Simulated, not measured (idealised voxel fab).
The name of this process module is voxel self aligned contacts.
The cross-section on display is named cut; it measures 270 nm wide, and its cells are 5 nm squares.
A cross-section is a grid of square cells, given in bands from the top down. A band is one or more rows of cells.
Basically the band line says how high the top is and how high the bottom is, in nm, and then what's in it from left to right, every material with its width in nm. Empty space shows up as "air", and if a single material carries "all across" it runs the full band edge to edge.
Zero point of the height axis is 0; under it, received wafer = one material. Lowest band: continues down indefinitely, "0 nm and below".
So if you see something like "30->40" for the width, read it as the top row of the band sitting at the first number and the bottom row at the second, with every row in between moving by the same amount as the last.
"remained unchanged" -> step changed no cross-section cell.
Empty spaces counting at least 8 cells and having no open way to the top are listed in "Fully sealed voids". The notation width x height at distance is used for each, the distance being from the left edge and all three values in nm.
Where a step's line continues beyond its settings, the continuation is a remark by the simulator itself on that step.
"overlay nm", when on a step's line for a step with a mask, measures how far to the right of its planned place the mask lay; a negative measure means to the left.

**Intended process steps**
| 1 | RECEIVE: material Si |
| 2 | OXIDIZE: depth nm 5 |
| 3 | DIRECTIONAL_DEP: material polySi, thk nm 20 |
| 4 | DIRECTIONAL_DEP: material SiN, thk nm 20 |
| 5 | MASKED_ETCH: tone cover, mask id GATE, width nm 25, pitch nm 60, etch materials SiN, depth nm 20, overlay nm 0 |
| 6 | MASKED_ETCH: tone cover, mask id GATE, width nm 25, pitch nm 60, etch materials polySi, depth nm 20, overlay nm 0 |
| 7 | CONFORMAL_DEP: material SiN, thk nm 5 |
| 8 | DIRECTIONAL_ETCH: etch materials SiN, depth nm 5 |
| 9 | FILL_DEP: material SiO2, thk nm 10 |
| 10 | CMP: height nm 45 |
| 11 | PATTERN: tone open, mask id CONTACT, material resist, width nm 45, thk nm 15, overlay nm 0 |
| 12 | DIRECTIONAL_ETCH: etch materials SiO2, depth nm 50 |
| 13 | STRIP: etch materials resist |
| 14 | CONFORMAL_DEP: material TiN, thk nm 5 |
| 15 | FILL_DEP: material W, thk nm 5 |
| 16 | CMP: height nm 45 |
| 17 | CONFORMAL_DEP: material SiCN, thk nm 5 |

**Of two wafers, the first: run according to plan**

**Cross-section of the wafer at receipt, which is the condition after step 1**
- 0 nm and below  Si all across
- Fully sealed voids: none

**Wafer after step 2 (cross-section)**
- 0 nm to -5 nm  SiO2 all across
- Beneath the level -5, the cross-section is identical to its previous state.

**Wafer after step 3 (cross-section)**
- 20 nm to 0 nm  polySi all across
- Beneath the level 0, the cross-section is identical to its previous state.

**Wafer after step 4 (cross-section)**
- 40 nm to 20 nm  SiN all across
- Beneath the level 20, the cross-section is identical to its previous state.

**Wafer after step 5 (cross-section)**
- 40 nm to 20 nm  90 nm air  25 nm SiN  35 nm air  25 nm SiN  95 nm air
- Beneath the level 20, the cross-section is identical to its previous state.

**Wafer after step 6 (cross-section)**
- 40 nm to 20 nm  90 nm air  25 nm SiN  35 nm air  25 nm SiN  95 nm air
- 20 nm to 0 nm  90 nm air  25 nm polySi  35 nm air  25 nm polySi  95 nm air
- Beneath the level 0, the cross-section is identical to its previous state.

**Wafer after step 7 (cross-section)**
- 45 nm to 20 nm  85 nm air  35 nm SiN  25 nm air  35 nm SiN  90 nm air
- 20 nm to 5 nm  85 nm air  5 nm SiN  25 nm polySi  5 nm SiN  25 nm air  5 nm SiN  25 nm polySi  5 nm SiN  90 nm air
- 5 nm to 0 nm  90 nm SiN  25 nm polySi  35 nm SiN  25 nm polySi  95 nm SiN
- Beneath the level 0, the cross-section is identical to its previous state.

**Wafer after step 8 (cross-section)**
- 40 nm to 20 nm  85 nm air  35 nm SiN  25 nm air  35 nm SiN  90 nm air
- 20 nm to 0 nm  85 nm air  5 nm SiN  25 nm polySi  5 nm SiN  25 nm air  5 nm SiN  25 nm polySi  5 nm SiN  90 nm air
- Beneath the level 0, the cross-section is identical to its previous state.

**Wafer after step 9 (cross-section)**
- 50 nm to 40 nm  SiO2 all across
- 40 nm to 20 nm  85 nm SiO2  35 nm SiN  25 nm SiO2  35 nm SiN  90 nm SiO2
- 20 nm to 0 nm  85 nm SiO2  5 nm SiN  25 nm polySi  5 nm SiN  25 nm SiO2  5 nm SiN  25 nm polySi  5 nm SiN  90 nm SiO2
- Beneath the level 0, the cross-section is identical to its previous state.

**Wafer after step 10 (cross-section)**
- 45 nm to 40 nm  SiO2 all across
- Beneath the level 40, the cross-section is identical to its previous state.

**Wafer after step 11 (cross-section)**
- 60 nm to 45 nm  110 nm resist  45 nm air  115 nm resist
- Beneath the level 45, the cross-section is identical to its previous state.

**Wafer after step 12 (cross-section)**
- 60 nm to 45 nm  110 nm resist  45 nm air  115 nm resist
- 45 nm to 40 nm  110 nm SiO2  45 nm air  115 nm SiO2
- 40 nm to 20 nm  85 nm SiO2  35 nm SiN  25 nm air  35 nm SiN  90 nm SiO2
- 20 nm to 0 nm  85 nm SiO2  5 nm SiN  25 nm polySi  5 nm SiN  25 nm air  5 nm SiN  25 nm polySi  5 nm SiN  90 nm SiO2
- 0 nm to -5 nm  120 nm SiO2  25 nm air  125 nm SiO2
- Beneath the level -5, the cross-section is identical to its previous state.

**Wafer after step 13 (cross-section)**
- 45 nm to 40 nm  110 nm SiO2  45 nm air  115 nm SiO2
- Beneath the level 40, the cross-section is identical to its previous state.

**Wafer after step 14 (cross-section)**
- 50 nm to 45 nm  115 nm TiN  35 nm air  120 nm TiN
- 45 nm to 40 nm  110 nm SiO2  15 nm TiN  15 nm air  15 nm TiN  115 nm SiO2
- 40 nm to 20 nm  85 nm SiO2  35 nm SiN  5 nm TiN  15 nm air  5 nm TiN  35 nm SiN  90 nm SiO2
- 20 nm to 0 nm  85 nm SiO2  5 nm SiN  25 nm polySi  5 nm SiN  5 nm TiN  15 nm air  5 nm TiN  5 nm SiN  25 nm polySi  5 nm SiN  90 nm SiO2
- 0 nm to -5 nm  120 nm SiO2  25 nm TiN  125 nm SiO2
- Beneath the level -5, the cross-section is identical to its previous state.

**Wafer after step 15 (cross-section)**
- 55 nm to 50 nm  W all across
- 50 nm to 45 nm  115 nm TiN  35 nm W  120 nm TiN
- 45 nm to 40 nm  110 nm SiO2  15 nm TiN  15 nm W  15 nm TiN  115 nm SiO2
- 40 nm to 20 nm  85 nm SiO2  35 nm SiN  5 nm TiN  15 nm W  5 nm TiN  35 nm SiN  90 nm SiO2
- 20 nm to 0 nm  85 nm SiO2  5 nm SiN  25 nm polySi  5 nm SiN  5 nm TiN  15 nm W  5 nm TiN  5 nm SiN  25 nm polySi  5 nm SiN  90 nm SiO2
- Beneath the level 0, the cross-section is identical to its previous state.

**Wafer after step 16 (cross-section)**
- 45 nm to 40 nm  110 nm SiO2  15 nm TiN  15 nm W  15 nm TiN  115 nm SiO2
- Beneath the level 40, the cross-section is identical to its previous state.

**Wafer after step 17 (cross-section)**
- 50 nm to 45 nm  SiCN all across
- Beneath the level 45, the cross-section is identical to its previous state.

**Second wafer, same starting conditions and recipe as the first, one mistake in executing it, nothing differs from the first up to and including step 1**

Second wafer at the planned finish of step 2, seen in cross-section: remained unchanged

**Second wafer at the planned finish of step 3, seen in cross-section**
- 20 nm to 0 nm  polySi all across
- Beneath the level 0, the cross-section is identical to its previous state.

**Second wafer at the planned finish of step 4, seen in cross-section**
- 40 nm to 20 nm  SiN all across
- Beneath the level 20, the cross-section is identical to its previous state.

**Second wafer at the planned finish of step 5, seen in cross-section**
- 40 nm to 20 nm  90 nm air  25 nm SiN  35 nm air  25 nm SiN  95 nm air
- Beneath the level 20, the cross-section is identical to its previous state.

**Second wafer at the planned finish of step 6, seen in cross-section**
- 40 nm to 20 nm  90 nm air  25 nm SiN  35 nm air  25 nm SiN  95 nm air
- 20 nm to 0 nm  90 nm air  25 nm polySi  35 nm air  25 nm polySi  95 nm air
- Beneath the level 0, the cross-section is identical to its previous state.

**Second wafer at the planned finish of step 7, seen in cross-section**
- 45 nm to 20 nm  85 nm air  35 nm SiN  25 nm air  35 nm SiN  90 nm air
- 20 nm to 5 nm  85 nm air  5 nm SiN  25 nm polySi  5 nm SiN  25 nm air  5 nm SiN  25 nm polySi  5 nm SiN  90 nm air
- 5 nm to 0 nm  90 nm SiN  25 nm polySi  35 nm SiN  25 nm polySi  95 nm SiN
- Beneath the level 0, the cross-section is identical to its previous state.

**Second wafer at the planned finish of step 8, seen in cross-section**
- 40 nm to 20 nm  85 nm air  35 nm SiN  25 nm air  35 nm SiN  90 nm air
- 20 nm to 0 nm  85 nm air  5 nm SiN  25 nm polySi  5 nm SiN  25 nm air  5 nm SiN  25 nm polySi  5 nm SiN  90 nm air
- Beneath the level 0, the cross-section is identical to its previous state.

**Second wafer at the planned finish of step 9, seen in cross-section**
- 50 nm to 40 nm  SiO2 all across
- 40 nm to 20 nm  85 nm SiO2  35 nm SiN  25 nm SiO2  35 nm SiN  90 nm SiO2
- 20 nm to 0 nm  85 nm SiO2  5 nm SiN  25 nm polySi  5 nm SiN  25 nm SiO2  5 nm SiN  25 nm polySi  5 nm SiN  90 nm SiO2
- Beneath the level 0, the cross-section is identical to its previous state.

**Second wafer at the planned finish of step 10, seen in cross-section**
- 45 nm to 40 nm  SiO2 all across
- Beneath the level 40, the cross-section is identical to its previous state.

**Second wafer at the planned finish of step 11, seen in cross-section**
- 60 nm to 45 nm  110 nm resist  45 nm air  115 nm resist
- Beneath the level 45, the cross-section is identical to its previous state.

**Second wafer at the planned finish of step 12, seen in cross-section**
- 60 nm to 45 nm  110 nm resist  45 nm air  115 nm resist
- 45 nm to 40 nm  110 nm SiO2  45 nm air  115 nm SiO2
- 40 nm to 20 nm  85 nm SiO2  35 nm SiN  25 nm air  35 nm SiN  90 nm SiO2
- 20 nm to 0 nm  85 nm SiO2  5 nm SiN  25 nm polySi  5 nm SiN  25 nm air  5 nm SiN  25 nm polySi  5 nm SiN  90 nm SiO2
- Beneath the level 0, the cross-section is identical to its previous state.

**Second wafer at the planned finish of step 13, seen in cross-section**
- 45 nm to 40 nm  110 nm SiO2  45 nm air  115 nm SiO2
- Beneath the level 40, the cross-section is identical to its previous state.

**Second wafer at the planned finish of step 14, seen in cross-section**
- 50 nm to 45 nm  115 nm TiN  35 nm air  120 nm TiN
- 45 nm to 40 nm  110 nm SiO2  15 nm TiN  15 nm air  15 nm TiN  115 nm SiO2
- 40 nm to 20 nm  85 nm SiO2  35 nm SiN  5 nm TiN  15 nm air  5 nm TiN  35 nm SiN  90 nm SiO2
- 20 nm to 5 nm  85 nm SiO2  5 nm SiN  25 nm polySi  5 nm SiN  5 nm TiN  15 nm air  5 nm TiN  5 nm SiN  25 nm polySi  5 nm SiN  90 nm SiO2
- 5 nm to 0 nm  85 nm SiO2  5 nm SiN  25 nm polySi  5 nm SiN  25 nm TiN  5 nm SiN  25 nm polySi  5 nm SiN  90 nm SiO2
- Beneath the level 0, the cross-section is identical to its previous state.

**Second wafer at the planned finish of step 15, seen in cross-section**
- 55 nm to 50 nm  W all across
- 50 nm to 45 nm  115 nm TiN  35 nm W  120 nm TiN
- 45 nm to 40 nm  110 nm SiO2  15 nm TiN  15 nm W  15 nm TiN  115 nm SiO2
- 40 nm to 20 nm  85 nm SiO2  35 nm SiN  5 nm TiN  15 nm W  5 nm TiN  35 nm SiN  90 nm SiO2
- 20 nm to 5 nm  85 nm SiO2  5 nm SiN  25 nm polySi  5 nm SiN  5 nm TiN  15 nm W  5 nm TiN  5 nm SiN  25 nm polySi  5 nm SiN  90 nm SiO2
- Beneath the level 5, the cross-section is identical to its previous state.

**Second wafer at the planned finish of step 16, seen in cross-section**
- 45 nm to 40 nm  110 nm SiO2  15 nm TiN  15 nm W  15 nm TiN  115 nm SiO2
- Beneath the level 40, the cross-section is identical to its previous state.

**Second wafer at the planned finish of step 17, seen in cross-section**
- 50 nm to 45 nm  SiCN all across
- Beneath the level 45, the cross-section is identical to its previous state.
Against the plan, the run slipped here: plan step 2 was not performed, having been skipped
The closing comparison, in cells, has the second wafer with more or fewer of some materials than the first: 54 more of Si; 49 fewer of SiO2; 2 fewer of TiN; 3 fewer of W
